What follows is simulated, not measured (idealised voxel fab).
process module | voxel ribs on slabs
cross-section cut | 195 nm wide | cells 5 nm
A cross-section is a grid of square cells, given in bands from the top down. A band is one or more rows of cells.
Each band's line starts with the height of the band's top and of its bottom, in nm. Then come its materials from left to right, each with its width in nm. One material with "throughout" fills the band from edge to edge. "air" is empty space.
Height 0 is the level under which the wafer as received is all one material. The lowest band goes on downwards, as in "0 down".
A width such as "30 to 40" changes by the same amount from each row of cells to the next, from the band's top row to its bottom row.
"no change" after a step means that no cell of the cross-section changed.
closed voids: empty space of 8 cells or more with no open way to the top, each as width x height at its distance from the left edge, in nm
after a step's settings: what the simulator itself notes on the step
overlay nm, on a step with a mask: how far to the right of its planned place the mask lay; to the left if negative
plan
1 op RECEIVE | material Si
2 op DIRECTIONAL_DEP | material SiO2 | thk nm 25
3 op DIRECTIONAL_DEP | material SiN | thk nm 20
4 op DIRECTIONAL_DEP | material aC | thk nm 15
5 op PATTERN | tone cover | mask id RIB | material resist | width nm 25 | thk nm 30 | overlay nm 0
6 op DIRECTIONAL_ETCH | etch materials aC | depth nm 15
7 op STRIP | etch materials resist
8 op DIRECTIONAL_ETCH | etch materials SiN | depth nm 5
9 op STRIP | etch materials aC
10 op MASKED_ETCH | tone cover | mask id SLAB | width nm 75 | etch materials SiN | depth nm 15 | overlay nm 0
11 op FILL_DEP | material SiO2 | thk nm 20
12 op CMP | height nm 60
13 op DIRECTIONAL_DEP | material W | thk nm 5
14 op PATTERN | tone cover | mask id HEATER | material resist | width nm 35 | thk nm 20 | overlay nm 0
15 op DIRECTIONAL_ETCH | etch materials W | depth nm 5
16 op STRIP | etch materials resist
17 op CONFORMAL_DEP | material SiO2 | thk nm 10
first wafer, as planned
as received, after step 1
  0 down: Si throughout
  closed voids: none
after step 2
  25 to 0: SiO2 throughout
  below 0: unchanged
after step 3
  45 to 25: SiN throughout
  below 25: unchanged
after step 4
  60 to 45: aC throughout
  below 45: unchanged
after step 5
  90 to 60: air 85 | resist 25 | air 85
  below 60: unchanged
after step 6
  75 to 60: air 85 | resist 25 | air 85
  60 to 45: air 85 | aC 25 | air 85
  below 45: unchanged
after step 7
  60 to 45: air 85 | aC 25 | air 85
  below 45: unchanged
after step 8
  60 to 45: air 85 | aC 25 | air 85
  45 to 40: air 85 | SiN 25 | air 85
  below 40: unchanged
after step 9
  45 to 40: air 85 | SiN 25 | air 85
  below 40: unchanged
after step 10
  45 to 40: air 85 | SiN 25 | air 85
  40 to 25: air 60 | SiN 75 | air 60
  below 25: unchanged
after step 11
  65 to 45: SiO2 throughout
  45 to 40: SiO2 85 | SiN 25 | SiO2 85
  40 to 25: SiO2 60 | SiN 75 | SiO2 60
  below 25: unchanged
after step 12
  60 to 45: SiO2 throughout
  below 45: unchanged
after step 13
  65 to 60: W throughout
  below 60: unchanged
after step 14
  85 to 65: air 80 | resist 35 | air 80
  below 65: unchanged
after step 15
  85 to 65: air 80 | resist 35 | air 80
  65 to 60: air 80 | W 35 | air 80
  below 60: unchanged
after step 16
  65 to 60: air 80 | W 35 | air 80
  below 60: unchanged
after step 17
  75 to 70: air 70 | SiO2 55 | air 70
  70 to 65: SiO2 throughout
  65 to 60: SiO2 80 | W 35 | SiO2 80
  below 60: unchanged
second wafer: like start, like plan, one mistake. Through step 9 it matches the first wafer
when step 10 should have ended
  40 to 30: SiN 60 | air 75 | SiN 60
  30 to 25: SiN 60 | air 25 | SiN 25 | air 25 | SiN 60
  below 25: unchanged
when step 11 should have ended
  60 to 40: SiO2 throughout
  40 to 30: SiN 60 | SiO2 75 | SiN 60
  30 to 25: SiN 60 | SiO2 25 | SiN 25 | SiO2 25 | SiN 60
  below 25: unchanged
when step 12 should have ended: no change
when step 13 should have ended
  65 to 60: W throughout
  below 60: unchanged
when step 14 should have ended
  85 to 65: air 80 | resist 35 | air 80
  below 65: unchanged
when step 15 should have ended
  85 to 65: air 80 | resist 35 | air 80
  65 to 60: air 80 | W 35 | air 80
  below 60: unchanged
when step 16 should have ended
  65 to 60: air 80 | W 35 | air 80
  below 60: unchanged
when step 17 should have ended
  75 to 70: air 70 | SiO2 55 | air 70
  70 to 65: SiO2 throughout
  65 to 60: SiO2 80 | W 35 | SiO2 80
  below 60: unchanged
what went wrong: step 10 ran as: op MASKED_ETCH | tone open | mask id SLAB | width nm 75 | etch materials SiN | depth nm 15 | overlay nm 0
at the end the second wafer has, in cells: 27 more of SiN | 27 fewer of SiO2
